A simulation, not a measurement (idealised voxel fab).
process module | voxel capacitor over wiring
cross-section cut | 275 nm wide | cells 5 nm
A cross-section is a grid of square cells, given in bands from the top down. A band is one or more rows of cells.
Each band's line starts with the height of the band's top and of its bottom, in nm. Then come its materials from left to right, each with its width in nm. One material with "throughout" fills the band from edge to edge. "air" is empty space.
Height 0 is the level under which the wafer as received is all one material. The lowest band goes on downwards, as in "0 down".
A width such as "30 to 40" changes by the same amount from each row of cells to the next, from the band's top row to its bottom row.
"no change" after a step means that no cell of the cross-section changed.
closed voids: empty space of 8 cells or more with no open way to the top, each as width x height at its distance from the left edge, in nm
after a step's settings: what the simulator itself notes on the step
overlay nm, on a step with a mask: how far to the right of its planned place the mask lay; to the left if negative
plan
1 op RECEIVE | material Si
2 op CONFORMAL_DEP | material SiO2 | thk nm 15
3 op DIRECTIONAL_DEP | material TiN | thk nm 5
4 op DIRECTIONAL_DEP | material W | thk nm 20
5 op MASKED_ETCH | tone cover | mask id METAL_1 | width nm 30 | pitch nm 95 | etch materials W | depth nm 20 | overlay nm 0
6 op MASKED_ETCH | tone cover | mask id METAL_1 | width nm 30 | pitch nm 95 | etch materials TiN | depth nm 5 | overlay nm 0
7 op CONFORMAL_DEP | material SiCN | thk nm 5
8 op FILL_DEP | material lowk | thk nm 10
9 op CMP | height nm 40
10 op CONFORMAL_DEP | material SiCN | thk nm 5
11 op DIRECTIONAL_DEP | material SiO2 | thk nm 15
12 op PATTERN | tone open | mask id PLUG_1 | material resist | width nm 15 | thk nm 20 | overlay nm 0
13 op DIRECTIONAL_ETCH | etch materials SiO2 | depth nm 15
14 op DIRECTIONAL_ETCH | etch materials SiCN | depth nm 5
15 op STRIP | etch materials resist
16 op CONFORMAL_DEP | material TiN | thk nm 5
17 op FILL_DEP | material Cu | thk nm 5
18 op CMP | height nm 60
19 op DIRECTIONAL_DEP | material TiN | thk nm 5
20 op DIRECTIONAL_DEP | material Al2O3 | thk nm 5
21 op DIRECTIONAL_DEP | material TiN | thk nm 10
22 op DIRECTIONAL_DEP | material aC | thk nm 10
23 op PATTERN | tone cover | mask id UPPER_PLATE | material resist | width nm 70 | thk nm 30 | overlay nm 0
24 op DIRECTIONAL_ETCH | etch materials aC | depth nm 10
25 op STRIP | etch materials resist
26 op DIRECTIONAL_ETCH | etch materials TiN | depth nm 10
27 op DIRECTIONAL_ETCH | etch materials Al2O3 | depth nm 5
28 op STRIP | etch materials aC
29 op MASKED_ETCH | tone cover | mask id LOWER_PLATE | width nm 80 | etch materials TiN | depth nm 5 | overlay nm 0
30 op FILL_DEP | material SiO2 | thk nm 20
31 op CMP | height nm 95
32 op DIRECTIONAL_DEP | material aC | thk nm 10
33 op PATTERN | tone open | mask id PLUG_2 | material resist | width nm 15 | thk nm 30 | overlay nm 0
34 op DIRECTIONAL_ETCH | etch materials aC | depth nm 10
35 op STRIP | etch materials resist
36 op DIRECTIONAL_ETCH | etch materials SiO2 | depth nm 15
37 op STRIP | etch materials aC
38 op CONFORMAL_DEP | material TiN | thk nm 5
39 op FILL_DEP | material Ru | thk nm 5
40 op CMP | height nm 95
41 op CONFORMAL_DEP | material SiCN | thk nm 5
first wafer, as planned
as received, after step 1
  0 down: Si throughout
  closed voids: none
after step 2
  15 to 0: SiO2 throughout
  below 0: unchanged
after step 3
  20 to 15: TiN throughout
  below 15: unchanged
after step 4
  40 to 20: W throughout
  below 20: unchanged
after step 5
  40 to 20: air 75 | W 30 | air 65 | W 30 | air 75
  below 20: unchanged
after step 6
  40 to 20: air 75 | W 30 | air 65 | W 30 | air 75
  20 to 15: air 75 | TiN 30 | air 65 | TiN 30 | air 75
  below 15: unchanged
after step 7
  45 to 40: air 70 | SiCN 40 | air 55 | SiCN 40 | air 70
  40 to 20: air 70 | SiCN 5 | W 30 | SiCN 5 | air 55 | SiCN 5 | W 30 | SiCN 5 | air 70
  20 to 15: SiCN 75 | TiN 30 | SiCN 65 | TiN 30 | SiCN 75
  below 15: unchanged
after step 8
  55 to 45: lowk throughout
  45 to 40: lowk 70 | SiCN 40 | lowk 55 | SiCN 40 | lowk 70
  40 to 20: lowk 70 | SiCN 5 | W 30 | SiCN 5 | lowk 55 | SiCN 5 | W 30 | SiCN 5 | lowk 70
  below 20: unchanged
after step 9
  40 to 20: lowk 70 | SiCN 5 | W 30 | SiCN 5 | lowk 55 | SiCN 5 | W 30 | SiCN 5 | lowk 70
  below 20: unchanged
after step 10
  45 to 40: SiCN throughout
  below 40: unchanged
after step 11
  60 to 45: SiO2 throughout
  below 45: unchanged
after step 12
  80 to 60: resist 90 | air 15 | resist 170
  below 60: unchanged
after step 13
  80 to 60: resist 90 | air 15 | resist 170
  60 to 45: SiO2 90 | air 15 | SiO2 170
  below 45: unchanged
after step 14
  80 to 60: resist 90 | air 15 | resist 170
  60 to 45: SiO2 90 | air 15 | SiO2 170
  45 to 40: SiCN 90 | air 15 | SiCN 170
  below 40: unchanged
after step 15
  60 to 45: SiO2 90 | air 15 | SiO2 170
  below 45: unchanged
after step 16
  65 to 60: TiN 95 | air 5 | TiN 175
  60 to 45: SiO2 90 | TiN 5 | air 5 | TiN 5 | SiO2 170
  45 to 40: SiCN 90 | TiN 15 | SiCN 170
  below 40: unchanged
after step 17
  70 to 65: Cu throughout
  65 to 60: TiN 95 | Cu 5 | TiN 175
  60 to 45: SiO2 90 | TiN 5 | Cu 5 | TiN 5 | SiO2 170
  below 45: unchanged
after step 18
  60 to 45: SiO2 90 | TiN 5 | Cu 5 | TiN 5 | SiO2 170
  below 45: unchanged
after step 19
  65 to 60: TiN throughout
  below 60: unchanged
after step 20
  70 to 65: Al2O3 throughout
  below 65: unchanged
after step 21
  80 to 70: TiN throughout
  below 70: unchanged
after step 22
  90 to 80: aC throughout
  below 80: unchanged
after step 23
  120 to 90: air 90 | resist 70 | air 115
  below 90: unchanged
after step 24
  110 to 90: air 90 | resist 70 | air 115
  90 to 80: air 90 | aC 70 | air 115
  below 80: unchanged
after step 25
  90 to 80: air 90 | aC 70 | air 115
  below 80: unchanged
after step 26
  90 to 80: air 90 | aC 70 | air 115
  80 to 70: air 90 | TiN 70 | air 115
  below 70: unchanged
after step 27
  90 to 80: air 90 | aC 70 | air 115
  80 to 70: air 90 | TiN 70 | air 115
  70 to 65: air 90 | Al2O3 70 | air 115
  below 65: unchanged
after step 28
  80 to 70: air 90 | TiN 70 | air 115
  below 70: unchanged
after step 29
  80 to 70: air 90 | TiN 70 | air 115
  70 to 65: air 90 | Al2O3 70 | air 115
  65 to 60: air 85 | TiN 80 | air 110
  below 60: unchanged
after step 30
  100 to 80: SiO2 throughout
  80 to 70: SiO2 90 | TiN 70 | SiO2 115
  70 to 65: SiO2 90 | Al2O3 70 | SiO2 115
  65 to 60: SiO2 85 | TiN 80 | SiO2 110
  below 60: unchanged
after step 31
  95 to 80: SiO2 throughout
  below 80: unchanged
after step 32
  105 to 95: aC throughout
  below 95: unchanged
after step 33
  135 to 105: resist 100 | air 15 | resist 160
  below 105: unchanged
after step 34
  125 to 105: resist 100 | air 15 | resist 160
  105 to 95: aC 100 | air 15 | aC 160
  below 95: unchanged
after step 35
  105 to 95: aC 100 | air 15 | aC 160
  below 95: unchanged
after step 36
  105 to 95: aC 100 | air 15 | aC 160
  95 to 80: SiO2 100 | air 15 | SiO2 160
  below 80: unchanged
after step 37
  95 to 80: SiO2 100 | air 15 | SiO2 160
  below 80: unchanged
after step 38
  100 to 95: TiN 105 | air 5 | TiN 165
  95 to 85: SiO2 100 | TiN 5 | air 5 | TiN 5 | SiO2 160
  85 to 80: SiO2 100 | TiN 15 | SiO2 160
  below 80: unchanged
after step 39
  105 to 100: Ru throughout
  100 to 95: TiN 105 | Ru 5 | TiN 165
  95 to 85: SiO2 100 | TiN 5 | Ru 5 | TiN 5 | SiO2 160
  below 85: unchanged
after step 40
  95 to 85: SiO2 100 | TiN 5 | Ru 5 | TiN 5 | SiO2 160
  below 85: unchanged
after step 41
  100 to 95: SiCN throughout
  below 95: unchanged
second wafer: like start, like plan, one mistake. Through step 28 it matches the first wafer
when step 29 should have ended
  80 to 70: air 90 | TiN 65 to 70 | air 120 to 115
  70 to 65: air 90 | Al2O3 70 | air 115
  65 to 60: air 75 | TiN 85 | air 115
  below 60: unchanged
when step 30 should have ended
  100 to 80: SiO2 throughout
  80 to 70: SiO2 90 | TiN 65 to 70 | SiO2 120 to 115
  70 to 65: SiO2 90 | Al2O3 70 | SiO2 115
  65 to 60: SiO2 75 | TiN 85 | SiO2 115
  below 60: unchanged
when step 31 should have ended
  95 to 80: SiO2 throughout
  below 80: unchanged
when step 32 should have ended
  105 to 95: aC throughout
  below 95: unchanged
when step 33 should have ended
  135 to 105: resist 100 | air 15 | resist 160
  below 105: unchanged
when step 34 should have ended
  125 to 105: resist 100 | air 15 | resist 160
  105 to 95: aC 100 | air 15 | aC 160
  below 95: unchanged
when step 35 should have ended
  105 to 95: aC 100 | air 15 | aC 160
  below 95: unchanged
when step 36 should have ended
  105 to 95: aC 100 | air 15 | aC 160
  95 to 80: SiO2 100 | air 15 | SiO2 160
  below 80: unchanged
when step 37 should have ended
  95 to 80: SiO2 100 | air 15 | SiO2 160
  below 80: unchanged
when step 38 should have ended
  100 to 95: TiN 105 | air 5 | TiN 165
  95 to 85: SiO2 100 | TiN 5 | air 5 | TiN 5 | SiO2 160
  85 to 75: SiO2 100 to 90 | TiN 15 to 65 | SiO2 160 to 120
  below 75: unchanged
when step 39 should have ended
  105 to 100: Ru throughout
  100 to 95: TiN 105 | Ru 5 | TiN 165
  95 to 85: SiO2 100 | TiN 5 | Ru 5 | TiN 5 | SiO2 160
  below 85: unchanged
when step 40 should have ended
  95 to 85: SiO2 100 | TiN 5 | Ru 5 | TiN 5 | SiO2 160
  below 85: unchanged
when step 41 should have ended
  100 to 95: SiCN throughout
  below 95: unchanged
what went wrong: step 29 ran as: op MASKED_ETCH | tone cover | mask id LOWER_PLATE | width nm 80 | etch materials TiN | depth nm 5 | overlay nm -10
at the end the second wafer has, in cells: as many of each material as the first, in other places
